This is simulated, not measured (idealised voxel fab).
Proc. module: voxel released beams
FYI the section here is cut, 285 nm wide, cells are 5 nm squares.
If you're reading a cross-section in this doc, picture square cells in a grid; it comes to you as bands, top ones listed first down to the bottom, and a band can be one or more rows of cells. Basically the band line says how high the top is and how high the bottom is, in nm, and then what's in it from left to right, every material with its width in nm. Empty space shows up as "air", and if a single material carries "all across" it runs the full band edge to edge. Height 0 is the level under which the wafer as received is all one material. The lowest band goes on downwards, as in "0 nm and below". A two-number width, for instance "30 to 40", indicates that the width is equal to the first number in the top row of the band and to the second number in the bottom row, and that it changes by a constant amount per row of cells. It should be understood that the words "no change", when stated for a given step, signify that the cross-section underwent no change in any of its cells during that step. "Enclosed void inventory": sealed empty spaces, 8 cells or more, no open way to top, listed width x height at distance, with distance from the left edge and width, height and distance in nm. It should be noted that, on the line of a given step, the content following the step's settings is a remark produced by the simulator itself with respect to that step. overlay nm: on a step with a mask, how far right of its planned place the mask lay; negative means left.
The process steps that were planned are listed below
| 1 | RECEIVE (material Si) |
| 2 | CONFORMAL_DEP (material SiN; thk nm 10) |
| 3 | DIRECTIONAL_DEP (material SiO2; thk nm 10) |
| 4 | MASKED_ETCH (tone open; mask id ANCHOR; width nm 30; etch materials SiO2; depth nm 10; overlay nm 0) |
| 5 | CONFORMAL_DEP (material polySi; thk nm 10) |
| 6 | DIRECTIONAL_DEP (material aC; thk nm 15) |
| 7 | PATTERN (tone cover; mask id BEAM; material resist; width nm 110; thk nm 30; overlay nm 0) |
| 8 | DIRECTIONAL_ETCH (etch materials aC; depth nm 15) |
| 9 | STRIP (etch materials resist) |
| 10 | DIRECTIONAL_ETCH (etch materials polySi; depth nm 10) |
| 11 | STRIP (etch materials aC) |
| 12 | STRIP (etch materials SiO2) |
Received-state cross-section, reflecting completion of step 1
- 0 nm and below | Si all across
- Enclosed void inventory: none
Sectioned view, first of two wafers, at the close of the module, processed as intended in the plan
- 30 nm to 20 nm | air=85, then polySi=15, then air=10, then polySi=85, then air=90
- 20 nm to 10 nm | air=90, then polySi=30, then air=165
- 10 nm to 0 nm | SiN all across
- 0 nm and below | Si all across
- Enclosed void inventory: none
Here is the second of the two wafers cut open at the end of the module - same start, same plan as the first one, but we made one mistake running it
- 20 nm to 10 nm | air=85, then polySi=110, then air=90
- 10 nm to 0 nm | SiN all across
- 0 nm and below | Si all across
- Enclosed void inventory: none
Nonconformance to the process plan: heads up, step 3 of the plan was skipped and never actually ran
At the finish, the second wafer shows more or fewer cells for some materials than the first does: polySi: 8 fewer
